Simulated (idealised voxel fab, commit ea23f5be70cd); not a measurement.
process module | voxel spacer lines
cross-section cut | 225 nm wide | cells 5 nm
A cross-section is a grid of square cells, given in bands from the top down. A band is one or more rows of cells.
Each band's line starts with the height of the band's top and of its bottom, in nm. Then come its materials from left to right, each with its width in nm. One material with "throughout" fills the band from edge to edge. "air" is empty space.
Height 0 is the level under which the wafer as received is all one material. The lowest band goes on downwards, as in "0 down".
A width such as "30 to 40" changes by the same amount from each row of cells to the next, from the band's top row to its bottom row.
"no change" after a step means that no cell of the cross-section changed.
closed voids: empty space of 8 cells or more with no open way to the top, each as width x height at its distance from the left edge, in nm
after a step's settings: what the simulator itself notes on the step
overlay nm, on a step with a mask: how far to the right of its planned place the mask lay; to the left if negative
plan
1 op RECEIVE | material Si
2 op CONFORMAL_DEP | material SiO2 | thk nm 5
3 op DIRECTIONAL_DEP | material TiN | thk nm 20
4 op DIRECTIONAL_DEP | material polySi | thk nm 25
5 op PATTERN | tone cover | mask id MANDREL | material resist | width nm 15 | pitch nm 50 | thk nm 35 | overlay nm 0
6 op DIRECTIONAL_ETCH | etch materials polySi | depth nm 25
7 op STRIP | etch materials resist
8 op CONFORMAL_DEP | material SiN | thk nm 10
9 op DIRECTIONAL_ETCH | etch materials SiN | depth nm 10
10 op STRIP | etch materials polySi
11 op DIRECTIONAL_ETCH | etch materials TiN | depth nm 20
12 op STRIP | etch materials SiN
as received, after step 1
  0 down: Si throughout
  closed voids: none
a wafer at the end: this start, this plan, one mistake
  25 to 5: air 45 | TiN 10 | air 15 | TiN 10 | air 15 | TiN 10 | air 15 | TiN 10 | air 15 | TiN 10 | air 15 | TiN 10 | air 45
  5 to 0: TiN throughout
  0 down: Si throughout
  closed voids: none
what went wrong: step 2 ran as: op CONFORMAL_DEP | material TiN | thk nm 5
